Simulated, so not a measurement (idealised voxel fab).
The document below concerns the process module designated voxel double patterning.
For reference, the cross-section in this document is cut, with width 295 nm and square cells of 5 nm.
Reading order for cross-sections: top band down to bottom band. Underlying form: a grid of square cells. Band size: one or more rows of cells. Top height, bottom height, nm. Materials left to right, width each, nm. Single material + "throughout" = fills band edge to edge. "empty" = empty. For the purposes of this specification, 0 denotes the height below which the wafer in its as-received condition is composed wholly of one material, and the lowermost band, lacking a lower limit, extends downward without end, as expressed in "from 0 down". You'd read "30->40" like this: the band's top row of cells is as wide as the first number, its bottom row is as wide as the second, and going down, every row changes width by the same amount as the row before did. "remained unchanged" for a step: no cell of the cross-section changed in that step. "Internal closed voids" contains a list of empty spaces, each no smaller than 8 cells and without an open way to the top, written in the form width x height at distance with the distance from the left edge and all three in nm. The remark found on a step's line after its settings is issued by the simulator itself and pertains to that step. "overlay nm", when on a step's line for a step with a mask, measures how far to the right of its planned place the mask lay; a negative measure means to the left.

# Set out below are the planned steps of the process
1. RECEIVE [material Si]
2. CONFORMAL_DEP [material SiN] [thk nm 5]
3. DIRECTIONAL_DEP [material SiO2] [thk nm 10]
4. DIRECTIONAL_DEP [material SiCN] [thk nm 10]
5. MASKED_ETCH [tone open] [mask id FIRST] [width nm 15] [pitch nm 50] [etch materials SiCN] [depth nm 10] [overlay nm 0]
6. PATTERN [tone open] [mask id SECOND] [material resist] [width nm 15] [thk nm 15] [overlay nm 0]
7. DIRECTIONAL_ETCH [etch materials SiCN] [depth nm 10]
8. STRIP [etch materials resist]
9. DIRECTIONAL_ETCH [etch materials SiO2] [depth nm 10]
10. STRIP [etch materials SiCN]
Quick note for whoever runs this: the wafers start identical, but the width nm at step 5 isn't the same across them. The plan just shows what the first wafer had.

# Cross-sectional view of the first of several wafers in the as-received condition, corresponding to the state following step 1
  from 0 down | Si throughout
  Internal closed voids: none

# For your reference, the table is organized with a row per wafer; each row reflects the wafer at the end of the module, indicating for each material the cells gained (+) or lost (-) since receipt, and thereafter its closed voids
width nm 15; +59 SiN; +100 SiO2; Internal closed voids: none
width nm 20; +59 SiN; +96 SiO2; Internal closed voids: none
width nm 25; +59 SiN; +92 SiO2; Internal closed voids: none
width nm 30; +59 SiN; +88 SiO2; Internal closed voids: none
